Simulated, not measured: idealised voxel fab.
process module | voxel ribs on slabs
cross-section cut | 190 nm wide | cells 5 nm
A cross-section is a grid of square cells, given in bands from the top down. A band is one or more rows of cells.
Each band's line starts with the height of the band's top and of its bottom, in nm. Then come its materials from left to right, each with its width in nm. One material with "throughout" fills the band from edge to edge. "air" is empty space.
Height 0 is the level under which the wafer as received is all one material. The lowest band goes on downwards, as in "0 down".
A width such as "30 to 40" changes by the same amount from each row of cells to the next, from the band's top row to its bottom row.
"no change" after a step means that no cell of the cross-section changed.
closed voids: empty space of 8 cells or more with no open way to the top, each as width x height at its distance from the left edge, in nm
after a step's settings: what the simulator itself notes on the step
overlay nm, on a step with a mask: how far to the right of its planned place the mask lay; to the left if negative
plan
1 op RECEIVE | material Si
2 op DIRECTIONAL_DEP | material SiO2 | thk nm 20
3 op DIRECTIONAL_DEP | material polySi | thk nm 15
4 op MASKED_ETCH | tone cover | mask id RIB | width nm 30 | etch materials polySi | depth nm 5 | overlay nm 0
5 op DIRECTIONAL_DEP | material aC | thk nm 15
6 op PATTERN | tone cover | mask id SLAB | material resist | width nm 70 | thk nm 30 | overlay nm 0
7 op DIRECTIONAL_ETCH | etch materials aC | depth nm 15
8 op STRIP | etch materials resist
9 op DIRECTIONAL_ETCH | etch materials polySi | depth nm 10
10 op STRIP | etch materials aC
11 op FILL_DEP | material SiO2 | thk nm 30
12 op CMP | height nm 55
13 op DIRECTIONAL_DEP | material W | thk nm 10
14 op PATTERN | tone cover | mask id HEATER | material resist | width nm 40 | thk nm 20 | overlay nm 0
15 op DIRECTIONAL_ETCH | etch materials W | depth nm 10
16 op STRIP | etch materials resist
17 op CONFORMAL_DEP | material SiN | thk nm 5
as received, after step 1
  0 down: Si throughout
  closed voids: none
first wafer at the end, as planned
  70 to 65: air 70 | SiN 50 | air 70
  65 to 60: air 70 | SiN 5 | W 40 | SiN 5 | air 70
  60 to 55: SiN 75 | W 40 | SiN 75
  55 to 35: SiO2 throughout
  35 to 30: SiO2 80 | polySi 30 | SiO2 80
  30 to 20: SiO2 60 | polySi 70 | SiO2 60
  20 to 0: SiO2 throughout
  0 down: Si throughout
  closed voids: none
second wafer at the end: like start, like plan, one mistake
  70 to 65: air 70 | SiN 50 | air 70
  65 to 60: air 70 | SiN 5 | W 40 | SiN 5 | air 70
  60 to 55: SiN 75 | W 40 | SiN 75
  55 to 15: SiO2 throughout
  15 to 0: polySi throughout
  0 down: Si throughout
  closed voids: none
what went wrong: steps 2 and 3 were swapped
at the end the second wafer has, in cells: 80 fewer of SiO2 | 80 more of polySi
